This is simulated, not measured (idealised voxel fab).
process module | voxel double patterning
cross-section cut | 175 nm wide | cells 5 nm
A cross-section is a grid of square cells, given in bands from the top down. A band is one or more rows of cells.
Each band's line starts with the height of the band's top and of its bottom, in nm. Then come its materials from left to right, each with its width in nm. One material with "throughout" fills the band from edge to edge. "air" is empty space.
Height 0 is the level under which the wafer as received is all one material. The lowest band goes on downwards, as in "0 down".
A width such as "30 to 40" changes by the same amount from each row of cells to the next, from the band's top row to its bottom row.
"no change" after a step means that no cell of the cross-section changed.
closed voids: empty space of 8 cells or more with no open way to the top, each as width x height at its distance from the left edge, in nm
after a step's settings: what the simulator itself notes on the step
overlay nm, on a step with a mask: how far to the right of its planned place the mask lay; to the left if negative
plan
1 op RECEIVE | material Si
2 op CONFORMAL_DEP | material SiN | thk nm 10
3 op DIRECTIONAL_DEP | material SiO2 | thk nm 10
4 op DIRECTIONAL_DEP | material SiCN | thk nm 5
5 op DIRECTIONAL_DEP | material aC | thk nm 10
6 op PATTERN | tone open | mask id FIRST | material resist | width nm 15 | pitch nm 50 | thk nm 30 | overlay nm 0
7 op DIRECTIONAL_ETCH | etch materials aC | depth nm 10
8 op STRIP | etch materials resist
9 op DIRECTIONAL_ETCH | etch materials SiCN | depth nm 5
10 op STRIP | etch materials aC
11 op MASKED_ETCH | tone open | mask id SECOND | width nm 15 | etch materials SiCN | depth nm 5 | overlay nm 0
12 op DIRECTIONAL_ETCH | etch materials SiO2 | depth nm 10
13 op STRIP | etch materials SiCN
varied across the wafers: width nm of step 11. The plan shows the first wafer's value. All wafers start alike
first wafer as received, after step 1
  0 down: Si throughout
  closed voids: none
first wafer at the end, after step 13
  20 to 10: SiO2 55 | air 15 | SiO2 10 | air 15 | SiO2 10 | air 15 | SiO2 55
  10 to 0: SiN throughout
  0 down: Si throughout
  closed voids: none
last wafer at the end
  20 to 10: SiO2 55 | air 15 | SiO2 5 | air 45 | SiO2 55
  10 to 0: SiN throughout
  0 down: Si throughout
  closed voids: none
each wafer at the end: cells of each material gained (+) or lost (-) since it was received, then its closed voids
width nm 15 | +70 SiN | +52 SiO2 | closed voids: none
width nm 20 | +70 SiN | +50 SiO2 | closed voids: none
width nm 25 | +70 SiN | +48 SiO2 | closed voids: none
width nm 30 | +70 SiN | +46 SiO2 | closed voids: none
